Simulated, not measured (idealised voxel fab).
process module | voxel gate over fins
cross-section cut | 240 nm wide | cells 5 nm
A cross-section is a grid of square cells, given in bands from the top down. A band is one or more rows of cells.
Each band's line starts with the height of the band's top and of its bottom, in nm. Then come its materials from left to right, each with its width in nm. One material with "throughout" fills the band from edge to edge. "air" is empty space.
Height 0 is the level under which the wafer as received is all one material. The lowest band goes on downwards, as in "0 down".
A width such as "30 to 40" changes by the same amount from each row of cells to the next, from the band's top row to its bottom row.
"no change" after a step means that no cell of the cross-section changed.
closed voids: empty space of 8 cells or more with no open way to the top, each as width x height at its distance from the left edge, in nm
after a step's settings: what the simulator itself notes on the step
overlay nm, on a step with a mask: how far to the right of its planned place the mask lay; to the left if negative
plan
1 op RECEIVE | material Si
2 op CONFORMAL_DEP | material SiN | thk nm 5
3 op PATTERN | tone cover | mask id FINS | material resist | width nm 15 | pitch nm 55 | thk nm 20 | overlay nm 0
4 op DIRECTIONAL_ETCH | etch materials SiN | depth nm 5
5 op DIRECTIONAL_ETCH | etch materials Si | depth nm 40
6 op STRIP | etch materials resist
7 op FILL_DEP | material SiO2 | thk nm 5
8 op CMP | height nm 5
9 op MASKED_ETCH | tone open | mask id RAIL | width nm 15 | etch materials SiO2 | depth nm 40 | overlay nm 0
10 op CONFORMAL_DEP | material TiN | thk nm 5
11 op FILL_DEP | material W | thk nm 10
12 op CMP | height nm 5
13 op SELECTIVE_ETCH | etch materials W Ru TiN | depth nm 25
14 op FILL_DEP | material SiO2 | thk nm 5
15 op CMP | height nm 5
16 op SELECTIVE_ETCH | etch materials SiO2 | depth nm 20
17 op STRIP | etch materials SiN
18 op CONFORMAL_DEP | material HfO2 | thk nm 5
19 op CONFORMAL_DEP | material TiN | thk nm 5
20 op CONFORMAL_DEP | material TiAl | thk nm 5
21 op CONFORMAL_DEP | material TiN | thk nm 5
22 op FILL_DEP | material W | thk nm 15
23 op CMP | height nm 30
24 op CONFORMAL_DEP | material SiCN | thk nm 5
as received, after step 1
  0 down: Si throughout
  closed voids: none
first wafer at the end, as planned
  35 to 30: SiCN throughout
  30 to 20: W throughout
  20 to 15: W 35 | TiN 165 | W 40
  15 to 10: W 35 | TiN 5 | TiAl 45 | TiN 10 | TiAl 45 | TiN 10 | TiAl 45 | TiN 5 | W 40
  10 to 5: W 35 | TiN 5 | TiAl 5 | TiN 35 | TiAl 5 | TiN 10 | TiAl 5 | TiN 35 | TiAl 5 | TiN 10 | TiAl 5 | TiN 35 | TiAl 5 | TiN 5 | W 40
  5 to 0: TiN 40 | TiAl 5 | TiN 5 | HfO2 25 | TiN 5 | TiAl 5 | TiN 10 | TiAl 5 | TiN 5 | HfO2 25 | TiN 5 | TiAl 5 | TiN 10 | TiAl 5 | TiN 5 | HfO2 25 | TiN 5 | TiAl 5 | TiN 45
  0 to -5: TiAl 45 | TiN 5 | HfO2 5 | Si 15 | HfO2 5 | TiN 5 | TiAl 20 | TiN 5 | HfO2 5 | Si 15 | HfO2 5 | TiN 5 | TiAl 20 | TiN 5 | HfO2 5 | Si 15 | HfO2 5 | TiN 5 | TiAl 50
  -5 to -10: TiN 50 | HfO2 5 | Si 15 | HfO2 5 | TiN 30 | HfO2 5 | Si 15 | HfO2 5 | TiN 30 | HfO2 5 | Si 15 | HfO2 5 | TiN 55
  -10 to -15: HfO2 55 | Si 15 | HfO2 40 | Si 15 | HfO2 40 | Si 15 | HfO2 60
  -15 to -20: SiO2 55 | Si 15 | SiO2 40 | Si 15 | SiO2 40 | Si 15 | SiO2 60
  -20 to -30: SiO2 55 | Si 15 | SiO2 10 | TiN 5 | W 5 | TiN 5 | SiO2 15 | Si 15 | SiO2 40 | Si 15 | SiO2 60
  -30 to -35: SiO2 55 | Si 15 | SiO2 10 | TiN 15 | SiO2 15 | Si 15 | SiO2 40 | Si 15 | SiO2 60
  -35 to -40: SiO2 55 | Si 15 | SiO2 40 | Si 15 | SiO2 40 | Si 15 | SiO2 60
  -40 down: Si throughout
  closed voids: none
second wafer at the end: like start, like plan, one mistake
  35 to 30: SiCN throughout
  30 to 20: W throughout
  20 to 15: W 35 | TiN 165 | W 40
  15 to 10: W 35 | TiN 5 | TiAl 45 | TiN 10 | TiAl 45 | TiN 10 | TiAl 45 | TiN 5 | W 40
  10 to 5: W 35 | TiN 5 | TiAl 5 | TiN 35 | TiAl 5 | TiN 10 | TiAl 5 | TiN 35 | TiAl 5 | TiN 10 | TiAl 5 | TiN 35 | TiAl 5 | TiN 5 | W 40
  5 to 0: TiN 40 | TiAl 5 | TiN 5 | HfO2 25 | TiN 5 | TiAl 5 | TiN 10 | TiAl 5 | TiN 5 | HfO2 25 | TiN 5 | TiAl 5 | TiN 10 | TiAl 5 | TiN 5 | HfO2 25 | TiN 5 | TiAl 5 | TiN 45
  0 to -5: TiAl 45 | TiN 5 | HfO2 5 | Si 15 | HfO2 5 | TiN 5 | TiAl 20 | TiN 5 | HfO2 5 | Si 15 | HfO2 5 | TiN 5 | TiAl 20 | TiN 5 | HfO2 5 | Si 15 | HfO2 5 | TiN 5 | TiAl 50
  -5 to -10: TiN 50 | HfO2 5 | Si 15 | HfO2 5 | TiN 30 | HfO2 5 | Si 15 | HfO2 5 | TiN 30 | HfO2 5 | Si 15 | HfO2 5 | TiN 55
  -10 to -15: HfO2 55 | Si 15 | HfO2 40 | Si 15 | HfO2 40 | Si 15 | HfO2 60
  -15 to -20: SiO2 55 | Si 15 | SiO2 40 | Si 15 | SiO2 40 | Si 15 | SiO2 60
  -20 to -30: SiO2 55 | Si 15 | SiO2 10 | TiN 5 | W 5 | TiN 5 | SiO2 15 | Si 15 | SiO2 40 | Si 15 | SiO2 60
  -30 to -35: SiO2 55 | Si 15 | SiO2 10 | TiN 15 | SiO2 15 | Si 15 | SiO2 40 | Si 15 | SiO2 60
  -35 to -80: SiO2 55 | Si 15 | SiO2 40 | Si 15 | SiO2 40 | Si 15 | SiO2 60
  -80 down: Si throughout
  closed voids: none
what went wrong: step 5 was run twice
at the end the second wafer has, in cells: 312 fewer of Si | 312 more of SiO2
